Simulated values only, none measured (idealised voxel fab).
Process module name: voxel gate over fins
Xsec cut, 300 nm wide, square cell size 5 nm.
The cross-sections in this document take the form of a grid made of square cells. They are written out as bands, in order from top to bottom. Each band consists of one or more rows of cells. Top, bottom (nm), then materials left to right with widths (nm); lone material tagged "all across" fills the whole band edge to edge; "blank" = empty space. Measure heights from 0. That's the level where, below it, the as-received wafer is all one material. The lowest band is bottomless and extends downward; write it as in "0..down". Think of "30->40" as a width that walks from the first number to the second as you go down the band, top row to bottom row, taking equal-sized steps from row to row. No cell of the cross-section changed in a step that is given as "no change occurred". Each empty space that has no open way to the top and spans at least 8 cells appears under "Fully sealed cavities" as width x height at distance, the distance counted from the left edge, all in nm. Post-settings text on a step line: simulator's own remark regarding the step. The "overlay nm" setting may appear on a step's line; for a step that uses a mask, it gives how far to the right of its planned position the mask lay, and a negative value indicates the left.

[List of planned process steps]
1: RECEIVE,material Si
2: CONFORMAL_DEP,material SiN,thk nm 5
3: MASKED_ETCH,tone cover,mask id FINS,width nm 15,pitch nm 55,etch materials SiN,depth nm 5,overlay nm 0
4: MASKED_ETCH,tone cover,mask id FINS,width nm 15,pitch nm 55,etch materials Si,depth nm 40,overlay nm 0
5: OXIDIZE,depth nm 5
6: FILL_DEP,material SiO2,thk nm 10
7: CMP,height nm 5
8: DIRECTIONAL_DEP,material aC,thk nm 10
9: PATTERN,tone open,mask id RAIL,material resist,width nm 15,thk nm 25,overlay nm 0
10: DIRECTIONAL_ETCH,etch materials aC,depth nm 10
11: STRIP,etch materials resist
12: DIRECTIONAL_ETCH,etch materials SiO2,depth nm 40
13: STRIP,etch materials aC
14: CONFORMAL_DEP,material TiN,thk nm 5
15: FILL_DEP,material W,thk nm 10
16: CMP,height nm 5
17: SELECTIVE_ETCH,etch materials W Ru TiN,depth nm 25
18: FILL_DEP,material SiO2,thk nm 5
19: CMP,height nm 5
20: SELECTIVE_ETCH,etch materials SiO2,depth nm 15
21: STRIP,etch materials SiN
22: CONFORMAL_DEP,material HfO2,thk nm 5
23: CONFORMAL_DEP,material TiN,thk nm 5
24: CONFORMAL_DEP,material TiAl,thk nm 5
25: CONFORMAL_DEP,material TiN,thk nm 5
26: FILL_DEP,material W,thk nm 15
27: CMP,height nm 30
28: CONFORMAL_DEP,material SiN,thk nm 5

[Cross-section, incoming material, after step 1]
    0..down | Si all across
    Fully sealed cavities: none

[First of two wafers at the end of the module, shown in cross-section; run carried out as planned]
    35..30 | SiN all across
    30..20 | W all across
    20..15 | W=45 / TiN=45 / W=10 / TiN=45 / W=10 / TiN=45 / W=10 / TiN=45 / W=45
    15..10 | W=45 / TiN=5 / TiAl=35 / TiN=5 / W=10 / TiN=5 / TiAl=35 / TiN=5 / W=10 / TiN=5 / TiAl=35 / TiN=5 / W=10 / TiN=5 / TiAl=35 / TiN=5 / W=45
    10..5 | TiN=50 / TiAl=5 / TiN=25 / TiAl=5 / TiN=20 / TiAl=5 / TiN=25 / TiAl=5 / TiN=20 / TiAl=5 / TiN=25 / TiAl=5 / TiN=20 / TiAl=5 / TiN=25 / TiAl=5 / TiN=50
    5..0 | TiAl=55 / TiN=5 / HfO2=15 / TiN=5 / TiAl=30 / TiN=5 / HfO2=15 / TiN=5 / TiAl=30 / TiN=5 / HfO2=15 / TiN=5 / TiAl=30 / TiN=5 / HfO2=15 / TiN=5 / TiAl=55
    0..-5 | TiN=60 / HfO2=5 / Si=5 / HfO2=5 / TiN=40 / HfO2=5 / Si=5 / HfO2=5 / TiN=40 / HfO2=5 / Si=5 / HfO2=5 / TiN=40 / HfO2=5 / Si=5 / HfO2=5 / TiN=60
    -5..-10 | HfO2=65 / Si=5 / HfO2=50 / Si=5 / HfO2=50 / Si=5 / HfO2=50 / Si=5 / HfO2=65
    -10..-20 | SiO2=65 / Si=5 / SiO2=50 / Si=5 / SiO2=50 / Si=5 / SiO2=50 / Si=5 / SiO2=65
    -20..-30 | SiO2=65 / Si=5 / SiO2=15 / TiN=5 / W=5 / TiN=5 / SiO2=20 / Si=5 / SiO2=50 / Si=5 / SiO2=50 / Si=5 / SiO2=65
    -30..-35 | SiO2=65 / Si=5 / SiO2=15 / TiN=15 / SiO2=20 / Si=5 / SiO2=50 / Si=5 / SiO2=50 / Si=5 / SiO2=65
    -35..-45 | SiO2=65 / Si=5 / SiO2=50 / Si=5 / SiO2=50 / Si=5 / SiO2=50 / Si=5 / SiO2=65
    -45..down | Si all across
    Fully sealed cavities: none

[The second wafer, shown in cross-section after the module: started the same way as the first and given the same plan, yet one mistake crept into how it was run]
    35..30 | SiN all across
    30..15 | W all across
    15..10 | W=50 / TiN=35 / W=20 / TiN=35 / W=20 / TiN=35 / W=20 / TiN=35 / W=50
    10..5 | W=50 / TiN=5 / TiAl=25 / TiN=5 / W=20 / TiN=5 / TiAl=25 / TiN=5 / W=20 / TiN=5 / TiAl=25 / TiN=5 / W=20 / TiN=5 / TiAl=25 / TiN=5 / W=50
    5..0 | TiN=55 / TiAl=5 / TiN=15 / TiAl=5 / TiN=30 / TiAl=5 / TiN=15 / TiAl=5 / TiN=30 / TiAl=5 / TiN=15 / TiAl=5 / TiN=30 / TiAl=5 / TiN=15 / TiAl=5 / TiN=55
    0..-5 | TiAl=60 / TiN=5 / Si=5 / TiN=5 / TiAl=40 / TiN=5 / Si=5 / TiN=5 / TiAl=40 / TiN=5 / Si=5 / TiN=5 / TiAl=40 / TiN=5 / Si=5 / TiN=5 / TiAl=60
    -5..-10 | TiN=65 / Si=5 / TiN=50 / Si=5 / TiN=50 / Si=5 / TiN=50 / Si=5 / TiN=65
    -10..-20 | SiO2=65 / Si=5 / SiO2=50 / Si=5 / SiO2=50 / Si=5 / SiO2=50 / Si=5 / SiO2=65
    -20..-30 | SiO2=65 / Si=5 / SiO2=15 / TiN=5 / W=5 / TiN=5 / SiO2=20 / Si=5 / SiO2=50 / Si=5 / SiO2=50 / Si=5 / SiO2=65
    -30..-35 | SiO2=65 / Si=5 / SiO2=15 / TiN=15 / SiO2=20 / Si=5 / SiO2=50 / Si=5 / SiO2=50 / Si=5 / SiO2=65
    -35..-45 | SiO2=65 / Si=5 / SiO2=50 / Si=5 / SiO2=50 / Si=5 / SiO2=50 / Si=5 / SiO2=65
    -45..down | Si all across
    Fully sealed cavities: none
Where did the run depart from the plan? it should be noted that step 22 of the plan was omitted and was not performed
at the end the second wafer has, in cells: -76 HfO2, +76 W
